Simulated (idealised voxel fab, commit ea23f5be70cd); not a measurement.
Process module in this document: voxel capacitor over wiring
This is section cut - it's 270 nm across, gridded in 5 nm square cells.
Cross-section layout: square cells on a grid; listed as bands, top to bottom; a band spans one or more cell rows.
Band: top height; bottom height; in nm. Then, left to right: material with width in nm, for each material. "edge to edge": a single material spanning edge to edge. "blank": empty space.
Note: height 0 marks the level under which the wafer is uniformly one material as received. Lowest band unbounded below, written "0 and below".
You'd read "30..40" like this: the band's top row of cells is as wide as the first number, its bottom row is as wide as the second, and going down, every row changes width by the same amount as the row before did.
When a step is marked "nothing different", none of the cells in the cross-section changed during that step.
"Internal closed voids" specifies each empty space that is not open to the top and that occupies no fewer than 8 cells, using the form width x height at distance, the distance measured from the left edge and all three quantities in nm.
Whatever follows a step's settings on its line is a remark the simulator itself makes about that step.
A step's line can hold "overlay nm"; with a mask on that step, the setting says how far right of the planned place the mask lay, while a negative setting says it lay to the left.

Process steps (planned):
- 1: op RECEIVE | material Si
- 2: op CONFORMAL_DEP | material SiO2 | thk nm 15
- 3: op CONFORMAL_DEP | material SiN | thk nm 5
- 4: op DIRECTIONAL_DEP | material SiO2 | thk nm 20
- 5: op PATTERN | tone open | mask id METAL_1 | material resist | width nm 30 | pitch nm 90 | thk nm 20 | overlay nm -15
- 6: op DIRECTIONAL_ETCH | etch materials SiO2 | depth nm 20
- 7: op DIRECTIONAL_ETCH | etch materials SiN | depth nm 5
- 8: op STRIP | etch materials resist
- 9: op CONFORMAL_DEP | material TiN | thk nm 5
- 10: op FILL_DEP | material Ru | thk nm 10
- 11: op CMP | height nm 40
- 12: op EPI | material Ru | thk nm 5
- 13: op FILL_DEP | material SiCN | thk nm 5
- 14: op DIRECTIONAL_DEP | material lowk | thk nm 15
- 15: op DIRECTIONAL_DEP | material aC | thk nm 10
- 16: op PATTERN | tone open | mask id PLUG_1 | material resist | width nm 15 | thk nm 25 | overlay nm 0
- 17: op DIRECTIONAL_ETCH | etch materials aC | depth nm 10
- 18: op STRIP | etch materials resist
- 19: op DIRECTIONAL_ETCH | etch materials lowk | depth nm 15
- 20: op DIRECTIONAL_ETCH | etch materials SiCN | depth nm 5
- 21: op STRIP | etch materials aC
- 22: op CONFORMAL_DEP | material TiN | thk nm 5
- 23: op FILL_DEP | material Cu | thk nm 5
- 24: op CMP | height nm 65
- 25: op DIRECTIONAL_DEP | material TiN | thk nm 5
- 26: op DIRECTIONAL_DEP | material Al2O3 | thk nm 5
- 27: op DIRECTIONAL_DEP | material TiN | thk nm 10
- 28: op DIRECTIONAL_DEP | material aC | thk nm 15
- 29: op PATTERN | tone cover | mask id UPPER_PLATE | material resist | width nm 65 | thk nm 35 | overlay nm 0
- 30: op DIRECTIONAL_ETCH | etch materials aC | depth nm 15
- 31: op STRIP | etch materials resist
- 32: op DIRECTIONAL_ETCH | etch materials TiN | depth nm 10
- 33: op DIRECTIONAL_ETCH | etch materials Al2O3 | depth nm 5
- 34: op STRIP | etch materials aC
- 35: op PATTERN | tone cover | mask id LOWER_PLATE | material resist | width nm 75 | thk nm 20 | overlay nm 0
- 36: op DIRECTIONAL_ETCH | etch materials TiN | depth nm 5
- 37: op STRIP | etch materials resist
- 38: op FILL_DEP | material SiO2 | thk nm 15
- 39: op CMP | height nm 95
- 40: op MASKED_ETCH | tone open | mask id PLUG_2 | width nm 15 | etch materials SiO2 | depth nm 10 | overlay nm 0
- 41: op CONFORMAL_DEP | material TiN | thk nm 5
- 42: op FILL_DEP | material Cu | thk nm 10
- 43: op CMP | height nm 95
- 44: op CONFORMAL_DEP | material SiCN | thk nm 5
The wafers in this document start out alike and differ in the overlay nm applied at step 5; the plan shows the value used for the first wafer.

As-received cross-section, first of several wafers, post step 1:
    0 and below: Si edge to edge
    Internal closed voids: none

Quick key for the table: a row per wafer, taken at the end of the module. For each material it tells you how many cells the wafer gained (+) or lost (-) since it came in, and the closed voids come after:
overlay nm -15, +13 Al2O3, +4 Cu, +48 Ru, +143 SiCN, +42 SiN, +594 SiO2, +83 TiN, +153 lowk, Internal closed voids: none
overlay nm -10, +13 Al2O3, +4 Cu, +48 Ru, +143 SiCN, +42 SiN, +594 SiO2, +83 TiN, +153 lowk, Internal closed voids: none
overlay nm -5, +13 Al2O3, +4 Cu, +48 Ru, +143 SiCN, +42 SiN, +594 SiO2, +83 TiN, +153 lowk, Internal closed voids: none
overlay nm 0, +13 Al2O3, +4 Cu, +48 Ru, +143 SiCN, +42 SiN, +594 SiO2, +83 TiN, +153 lowk, Internal closed voids: none
overlay nm 5, +13 Al2O3, +4 Cu, +48 Ru, +143 SiCN, +42 SiN, +594 SiO2, +83 TiN, +153 lowk, Internal closed voids: none
overlay nm 10, +13 Al2O3, +4 Cu, +48 Ru, +143 SiCN, +42 SiN, +594 SiO2, +83 TiN, +153 lowk, Internal closed voids: none
overlay nm 15, +13 Al2O3, +4 Cu, +48 Ru, +143 SiCN, +42 SiN, +594 SiO2, +83 TiN, +153 lowk, Internal closed voids: none
